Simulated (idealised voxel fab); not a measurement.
Proc. module: voxel wiring stack
The cross-section on display is named cut; it measures 215 nm wide, and its cells are 5 nm squares.
Square cells in a grid make up a cross-section in this document, and the grid is given as bands, listed from the top down, each one or more rows of cells. Band: top height; bottom height; in nm. Then, left to right: material with width in nm, for each material. "throughout": a single material spanning edge to edge. "empty": empty space. The level at which height equals 0 is the one under which the wafer, as it arrives, is entirely one material. No lower edge exists for the bottom band, which continues downward and is notated as in "top 0, no bottom". The two numbers in a width such as "30->40" mark its ends across the band: the first belongs to the top row of cells, the second to the bottom row, and from each row to the next the width moves by the same amount. Reading "nothing was modified" for a step: not a cell of the cross-section changed in it. Look at "Voids, sealed" for the closed voids: empty spaces with no open path to the top, sized 8 cells or up. Each is width x height at distance, distance from the left edge, all nm. Text after the settings on a step's line: the simulator's own remark on that step. For masked steps, "overlay nm" on the step line gives how far right of plan the mask actually lay; a minus sign means it lay to the left.

Process steps - plan
step 1: RECEIVE, material Si
step 2: CONFORMAL_DEP, material SiO2, thk nm 10
step 3: CONFORMAL_DEP, material SiN, thk nm 5
step 4: DIRECTIONAL_DEP, material SiO2, thk nm 25
step 5: DIRECTIONAL_DEP, material aC, thk nm 15
step 6: PATTERN, tone open, mask id METAL_1, material resist, width nm 30, pitch nm 50, thk nm 30, overlay nm 0
step 7: DIRECTIONAL_ETCH, etch materials aC, depth nm 15
step 8: STRIP, etch materials resist
step 9: DIRECTIONAL_ETCH, etch materials SiO2, depth nm 25
step 10: DIRECTIONAL_ETCH, etch materials SiN, depth nm 5
step 11: STRIP, etch materials aC
step 12: CONFORMAL_DEP, material TiN, thk nm 5
step 13: FILL_DEP, material Cu, thk nm 5
step 14: CMP, height nm 40
step 15: CONFORMAL_DEP, material SiCN, thk nm 5
step 16: DIRECTIONAL_DEP, material SiO2, thk nm 35
step 17: DIRECTIONAL_DEP, material aC, thk nm 15
step 18: PATTERN, tone open, mask id METAL_2, material resist, width nm 30, pitch nm 50, thk nm 35, overlay nm 0
step 19: DIRECTIONAL_ETCH, etch materials aC, depth nm 15
step 20: STRIP, etch materials resist
step 21: DIRECTIONAL_ETCH, etch materials SiO2, depth nm 20
step 22: STRIP, etch materials aC
step 23: MASKED_ETCH, tone open, mask id METAL_2_HOLES, width nm 15, pitch nm 100, etch materials SiO2, depth nm 15, overlay nm 0
step 24: MASKED_ETCH, tone open, mask id METAL_2_HOLES, width nm 15, pitch nm 100, etch materials SiCN, depth nm 5, overlay nm 0
step 25: CONFORMAL_DEP, material TiN, thk nm 5
step 26: FILL_DEP, material Cu, thk nm 5
step 27: CMP, height nm 80
step 28: CONFORMAL_DEP, material SiCN, thk nm 5
step 29: DIRECTIONAL_DEP, material SiO2, thk nm 15
step 30: MASKED_ETCH, tone open, mask id PLUG_2, width nm 15, pitch nm 50, etch materials SiO2, depth nm 15, overlay nm 0
step 31: MASKED_ETCH, tone open, mask id PLUG_2, width nm 15, pitch nm 50, etch materials SiCN, depth nm 5, overlay nm 0
step 32: CONFORMAL_DEP, material TiN, thk nm 5
step 33: FILL_DEP, material Ru, thk nm 10
step 34: CMP, height nm 100
step 35: CONFORMAL_DEP, material SiCN, thk nm 5
step 36: DIRECTIONAL_DEP, material SiO2, thk nm 20
step 37: DIRECTIONAL_DEP, material aC, thk nm 15
step 38: PATTERN, tone open, mask id METAL_3, material resist, width nm 30, pitch nm 50, thk nm 35, overlay nm 0
step 39: DIRECTIONAL_ETCH, etch materials aC, depth nm 15
step 40: STRIP, etch materials resist
step 41: DIRECTIONAL_ETCH, etch materials SiO2, depth nm 20
step 42: DIRECTIONAL_ETCH, etch materials SiCN, depth nm 5
step 43: STRIP, etch materials aC
step 44: CONFORMAL_DEP, material TiN, thk nm 5
step 45: FILL_DEP, material Cu, thk nm 5
step 46: CMP, height nm 125
step 47: CONFORMAL_DEP, material SiCN, thk nm 5
step 48: DIRECTIONAL_DEP, material lowk, thk nm 10
step 49: PATTERN, tone open, mask id PLUG_3, material resist, width nm 15, pitch nm 50, thk nm 15, overlay nm 0
step 50: DIRECTIONAL_ETCH, etch materials lowk, depth nm 10
step 51: DIRECTIONAL_ETCH, etch materials SiCN, depth nm 5
step 52: STRIP, etch materials resist
step 53: CONFORMAL_DEP, material TiN, thk nm 5
step 54: FILL_DEP, material Ru, thk nm 10
step 55: CMP, height nm 140
step 56: DIRECTIONAL_DEP, material TiN, thk nm 5
step 57: DIRECTIONAL_DEP, material W, thk nm 20
step 58: DIRECTIONAL_DEP, material aC, thk nm 10
step 59: PATTERN, tone cover, mask id METAL_4, material resist, width nm 30, pitch nm 50, thk nm 25, overlay nm 0
step 60: DIRECTIONAL_ETCH, etch materials aC, depth nm 10
step 61: STRIP, etch materials resist
step 62: DIRECTIONAL_ETCH, etch materials W, depth nm 20
step 63: DIRECTIONAL_ETCH, etch materials TiN, depth nm 5
step 64: STRIP, etch materials aC
step 65: CONFORMAL_DEP, material SiCN, thk nm 5
step 66: FILL_DEP, material SiO2, thk nm 10
step 67: CMP, height nm 165
step 68: CONFORMAL_DEP, material SiN, thk nm 5

Incoming wafer in cross-section (state: after step 1)
- top 0, no bottom: Si throughout
- Voids, sealed: none

Final wafer profile in cross-section after the module, from the same start and plan as above, with one mistake made during processing
- top 170, bottom 165: SiN throughout
- top 165, bottom 145: SiO2=10; SiCN=5; W=30; SiCN=5; SiO2=10; SiCN=5; W=30; SiCN=5; SiO2=10; SiCN=5; W=30; SiCN=5; SiO2=10; SiCN=5; W=30; SiCN=5; SiO2=15
- top 145, bottom 140: SiCN=15; TiN=30; SiCN=20; TiN=30; SiCN=20; TiN=30; SiCN=20; TiN=30; SiCN=20
- top 140, bottom 130: lowk=15; TiN=5; Ru=5; TiN=5; lowk=35; TiN=5; Ru=5; TiN=5; lowk=35; TiN=5; Ru=5; TiN=5; lowk=35; TiN=5; Ru=5; TiN=5; lowk=35
- top 130, bottom 125: SiCN=15; TiN=15; SiCN=35; TiN=15; SiCN=35; TiN=15; SiCN=35; TiN=15; SiCN=35
- top 125, bottom 105: SiO2=15; TiN=5; Cu=20; TiN=5; SiO2=20; TiN=5; Cu=20; TiN=5; SiO2=20; TiN=5; Cu=20; TiN=5; SiO2=20; TiN=5; Cu=20; TiN=5; SiO2=20
- top 105, bottom 100: SiCN=15; TiN=30; SiCN=20; TiN=30; SiCN=20; TiN=30; SiCN=20; TiN=30; SiCN=20
- top 100, bottom 85: SiO2=15; TiN=5; Ru=5; TiN=5; SiO2=35; TiN=5; Ru=5; TiN=5; SiO2=35; TiN=5; Ru=5; TiN=5; SiO2=35; TiN=5; Ru=5; TiN=5; SiO2=35
- top 85, bottom 80: SiCN=15; TiN=15; SiCN=35; TiN=15; SiCN=35; TiN=15; SiCN=35; TiN=15; SiCN=35
- top 80, bottom 50: SiO2=15; TiN=5; Cu=20; TiN=5; SiO2=20; TiN=5; Cu=20; TiN=5; SiO2=20; TiN=5; Cu=20; TiN=5; SiO2=20; TiN=5; Cu=20; TiN=5; SiO2=20
- top 50, bottom 45: SiO2=15; TiN=5; Cu=5; TiN=20; SiO2=20; TiN=30; SiO2=20; TiN=5; Cu=5; TiN=20; SiO2=20; TiN=30; SiO2=20
- top 45, bottom 40: SiCN=15; TiN=15; SiCN=85; TiN=15; SiCN=85
- top 40, bottom 15: SiO2=15; TiN=5; Cu=20; TiN=5; SiO2=20; TiN=5; Cu=20; TiN=5; SiO2=20; TiN=5; Cu=20; TiN=5; SiO2=20; TiN=5; Cu=20; TiN=5; SiO2=20
- top 15, bottom 10: SiN=15; TiN=30; SiN=20; TiN=30; SiN=20; TiN=30; SiN=20; TiN=30; SiN=20
- top 10, bottom 0: SiO2 throughout
- top 0, no bottom: Si throughout
- Voids, sealed: none
What went wrong in running the wafer? it should be noted that step 21 of the plan was executed twice
